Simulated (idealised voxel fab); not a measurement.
This section sets out a process module, namely voxel capacitor over wiring.
The width of the displayed cross-section, cut, is 145 nm; its cells are square, with a size of 5 nm.
A cross-section in this document is a grid of square cells, and it is written down as bands, the top band listed before the ones below it; a band is made up of one or more rows of cells.
What a band's entry tells you: where the top is and where the bottom is, as heights in nm, and after that what lies inside, material by material from left to right, each with its width in nm. Empty space is written as the word "empty", and a single material marked with the word "all across" occupies the band from edge to edge.
For the purposes of this specification, 0 denotes the height below which the wafer in its as-received condition is composed wholly of one material, and the lowermost band, lacking a lower limit, extends downward without end, as expressed in "z 0 and below".
Quick explanation for "30->40": the width changes in equal steps down the rows of cells, from the first number in the band's top row to the second number in its bottom row.
Step note "left unchanged" = no cross-section cell changed.
So "Tabulated closed voids" is basically the list of trapped voids: any empty space of 8 cells or more that can't reach the top through an opening. They're written width x height at distance, the distance being from the left edge, and it's all nm.
Step line, after settings: the simulator's comment on this step.
Each step line may optionally specify "overlay nm", which for a step with a mask gives the rightward distance between the mask's planned place and where it lay, a negative value indicating the leftward direction.
[The steps planned for the process are as follows]
- 1: RECEIVE (material Si)
- 2: CONFORMAL_DEP (material SiO2; thk nm 10)
- 3: CONFORMAL_DEP (material SiN; thk nm 5)
- 4: DIRECTIONAL_DEP (material SiO2; thk nm 15)
- 5: MASKED_ETCH (tone open; mask id METAL_1; width nm 20; pitch nm 85; etch materials SiO2; depth nm 15; overlay nm 0)
- 6: MASKED_ETCH (tone open; mask id METAL_1; width nm 20; pitch nm 85; etch materials SiN; depth nm 5; overlay nm -5)
- 7: CONFORMAL_DEP (material TiN; thk nm 5)
- 8: FILL_DEP (material W; thk nm 10)
- 9: CMP (height nm 30)
- 10: CONFORMAL_DEP (material SiCN; thk nm 5)
- 11: DIRECTIONAL_DEP (material SiO2; thk nm 20)
- 12: DIRECTIONAL_DEP (material aC; thk nm 10)
- 13: PATTERN (tone open; mask id PLUG_1; material resist; width nm 15; thk nm 25; overlay nm 0)
- 14: DIRECTIONAL_ETCH (etch materials aC; depth nm 10)
- 15: STRIP (etch materials resist)
- 16: DIRECTIONAL_ETCH (etch materials SiO2; depth nm 20)
- 17: DIRECTIONAL_ETCH (etch materials SiCN; depth nm 5)
- 18: STRIP (etch materials aC)
- 19: EPI (material Ru; thk nm 10)
- 20: EPI (material Ru; thk nm 10)
- 21: EPI (material Ru; thk nm 5)
- 22: DIRECTIONAL_DEP (material TiN; thk nm 5)
- 23: DIRECTIONAL_DEP (material SiN; thk nm 5)
- 24: DIRECTIONAL_DEP (material TiN; thk nm 10)
- 25: MASKED_ETCH (tone cover; mask id UPPER_PLATE; width nm 70; etch materials TiN; depth nm 10; overlay nm 0)
- 26: MASKED_ETCH (tone cover; mask id UPPER_PLATE; width nm 70; etch materials SiN; depth nm 5; overlay nm 0)
- 27: DIRECTIONAL_DEP (material aC; thk nm 15)
- 28: PATTERN (tone cover; mask id LOWER_PLATE; material resist; width nm 80; thk nm 35; overlay nm 0)
- 29: DIRECTIONAL_ETCH (etch materials aC; depth nm 15)
- 30: STRIP (etch materials resist)
- 31: DIRECTIONAL_ETCH (etch materials TiN; depth nm 5)
- 32: STRIP (etch materials aC)
- 33: FILL_DEP (material SiO2; thk nm 15)
- 34: CMP (height nm 85)
- 35: MASKED_ETCH (tone open; mask id PLUG_2; width nm 15; etch materials SiO2; depth nm 10; overlay nm 0)
- 36: CONFORMAL_DEP (material TiN; thk nm 5)
- 37: FILL_DEP (material Cu; thk nm 5)
- 38: CMP (height nm 85)
- 39: CONFORMAL_DEP (material SiCN; thk nm 5)
The plan shows the overlay nm of step 6 as the first wafer had it; this setting differs between the wafers, which start out alike.
[Here's the first of the wafers in cross-section, just as we got it, i.e. after step 1]
> z 0 and below: Si all across
> Tabulated closed voids: none
[first wafer at the end, after step 39]
> z 90 to 85: SiCN all across
> z 85 to 80: 35 nm SiO2  5 nm TiN  5 nm Cu  5 nm TiN  95 nm SiO2
> z 80 to 75: 35 nm SiO2  15 nm TiN  95 nm SiO2
> z 75 to 65: 25 nm SiO2  70 nm TiN  50 nm SiO2
> z 65 to 60: 25 nm SiO2  70 nm SiN  50 nm SiO2
> z 60 to 55: 20 nm SiO2  80 nm TiN  45 nm SiO2
> z 55 to 35: 25 nm SiO2  15 nm Ru  105 nm SiO2
> z 35 to 30: 25 nm SiCN  15 nm Ru  105 nm SiCN
> z 30 to 20: 20 nm SiO2  5 nm TiN  10 nm W  5 nm TiN  65 nm SiO2  5 nm TiN  10 nm W  5 nm TiN  20 nm SiO2
> z 20 to 15: 20 nm SiO2  5 nm TiN  5 nm W  10 nm TiN  65 nm SiO2  5 nm TiN  5 nm W  10 nm TiN  20 nm SiO2
> z 15 to 10: 20 nm SiN  15 nm TiN  70 nm SiN  15 nm TiN  25 nm SiN
> z 10 to 0: SiO2 all across
> z 0 and below: Si all across
> Tabulated closed voids: none
[So this is the cross-section on the last wafer at the end of the module]
> z 90 to 85: SiCN all across
> z 85 to 80: 35 nm SiO2  5 nm TiN  5 nm Cu  5 nm TiN  95 nm SiO2
> z 80 to 75: 35 nm SiO2  15 nm TiN  95 nm SiO2
> z 75 to 65: 25 nm SiO2  70 nm TiN  50 nm SiO2
> z 65 to 60: 25 nm SiO2  70 nm SiN  50 nm SiO2
> z 60 to 55: 20 nm SiO2  80 nm TiN  45 nm SiO2
> z 55 to 35: 25 nm SiO2  15 nm Ru  105 nm SiO2
> z 35 to 30: 25 nm SiCN  15 nm Ru  105 nm SiCN
> z 30 to 20: 20 nm SiO2  5 nm TiN  10 nm W  5 nm TiN  65 nm SiO2  5 nm TiN  10 nm W  5 nm TiN  20 nm SiO2
> z 20 to 15: 20 nm SiO2  10 nm TiN  5 nm W  5 nm TiN  65 nm SiO2  10 nm TiN  5 nm W  5 nm TiN  20 nm SiO2
> z 15 to 10: 25 nm SiN  15 nm TiN  70 nm SiN  15 nm TiN  20 nm SiN
> z 10 to 0: SiO2 all across
> z 0 and below: Si all across
> Tabulated closed voids: none
[Heads up, this table goes wafer by wafer. A row tells you, at the end of the module, how many cells of each material that wafer has put on (+) or dropped (-) since it was received, and then its closed voids]
overlay nm -5, +1 Cu, +15 Ru, +55 SiCN, +37 SiN, +335 SiO2, +69 TiN, +10 W, Tabulated closed voids: none
overlay nm 0, +1 Cu, +15 Ru, +55 SiCN, +35 SiN, +335 SiO2, +69 TiN, +12 W, Tabulated closed voids: none
overlay nm 5, +1 Cu, +15 Ru, +55 SiCN, +37 SiN, +335 SiO2, +69 TiN, +10 W, Tabulated closed voids: none
